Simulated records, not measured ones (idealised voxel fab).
The following process module bears the name voxel wiring stack.
Displayed cross-section: cut, width of 210 nm, square cells sized 5 nm.
The cross-sections in this document take the form of a grid made of square cells. They are written out as bands, in order from top to bottom. Each band consists of one or more rows of cells.
First you get the band's top height and its bottom height, in nm, and then the materials it's made of, left to right, with each width in nm. If you see a single material with "throughout", that one covers the band edge to edge. "air" is empty space.
Height 0 is the level under which the wafer as received is all one material. The lowest band goes on downwards, as in "0 and below".
A width such as "30..40" changes by the same amount from each row of cells to the next, from the band's top row to its bottom row.
"no change occurred" -> step changed no cross-section cell.
The entry titled "Trapped void list" provides the empty spaces that have no open way to the top, restricted to those of 8 cells or more. Each is presented as width x height at distance, the distance being measured from the left edge, with all three in nm.
Text after the settings on a step's line: the simulator's own remark on that step.
"overlay nm" answers the question of how far to the right of plan the mask lay on a step that has a mask, and when it is negative the answer is to the left.
[Listed below are the process steps as planned]
1: RECEIVE with material Si
2: CONFORMAL_DEP with material SiO2, thk nm 10
3: CONFORMAL_DEP with material SiCN, thk nm 5
4: DIRECTIONAL_DEP with material SiO2, thk nm 25
5: MASKED_ETCH with tone open, mask id METAL_1, width nm 30, pitch nm 45, etch materials SiO2, depth nm 25, overlay nm 0
6: MASKED_ETCH with tone open, mask id METAL_1, width nm 30, pitch nm 45, etch materials SiCN, depth nm 5, overlay nm 0
7: CONFORMAL_DEP with material TiN, thk nm 5
8: FILL_DEP with material W, thk nm 10
9: CMP with height nm 40
10: EPI with material Ru, thk nm 5
11: FILL_DEP with material SiCN, thk nm 5
12: DIRECTIONAL_DEP with material SiO2, thk nm 35
13: DIRECTIONAL_DEP with material aC, thk nm 15
14: PATTERN with tone open, mask id METAL_2_HOLES, material resist, width nm 15, pitch nm 45, thk nm 30, overlay nm 0
15: DIRECTIONAL_ETCH with etch materials aC, depth nm 15
16: STRIP with etch materials resist
17: DIRECTIONAL_ETCH with etch materials SiO2, depth nm 35
18: STRIP with etch materials aC
19: PATTERN with tone open, mask id METAL_2, material resist, width nm 30, pitch nm 45, thk nm 20, overlay nm 0
20: DIRECTIONAL_ETCH with etch materials SiO2, depth nm 20
21: DIRECTIONAL_ETCH with etch materials SiCN, depth nm 5
22: STRIP with etch materials resist
23: CONFORMAL_DEP with material TiN, thk nm 5
24: FILL_DEP with material Cu, thk nm 10
25: CMP with height nm 85
26: CONFORMAL_DEP with material SiCN, thk nm 5
[Incoming wafer in cross-section (state: after step 1)]
	0 and below = Si throughout
	Trapped void list: none
[One mistake in running the module, otherwise start and plan as above: cross-section at the end]
	90 down to 85 = SiCN throughout
	85 down to 70 = 65 nm SiO2, then 5 nm TiN, then 20 nm Cu, then 5 nm TiN, then 15 nm SiO2, then 5 nm TiN, then 20 nm Cu, then 5 nm TiN, then 70 nm SiO2
	70 down to 65 = 65 nm SiO2, then 5 nm TiN, then 5 nm Cu, then 20 nm TiN, then 15 nm SiO2, then 5 nm TiN, then 5 nm Cu, then 20 nm TiN, then 70 nm SiO2
	65 down to 55 = 65 nm SiO2, then 5 nm TiN, then 5 nm Cu, then 5 nm TiN, then 30 nm SiO2, then 5 nm TiN, then 5 nm Cu, then 5 nm TiN, then 85 nm SiO2
	55 down to 50 = 65 nm SiO2, then 15 nm TiN, then 30 nm SiO2, then 15 nm TiN, then 85 nm SiO2
	50 down to 40 = Ru throughout
	40 down to 15 = 65 nm SiO2, then 5 nm TiN, then 20 nm W, then 5 nm TiN, then 15 nm SiO2, then 5 nm TiN, then 20 nm W, then 5 nm TiN, then 70 nm SiO2
	15 down to 10 = 65 nm SiCN, then 30 nm TiN, then 15 nm SiCN, then 30 nm TiN, then 70 nm SiCN
	10 down to 0 = SiO2 throughout
	0 and below = Si throughout
	Trapped void list: none
What went wrong in running the wafer? step 11 went in with a setting other than planned; the actual run was FILL_DEP with material Ru, thk nm 5
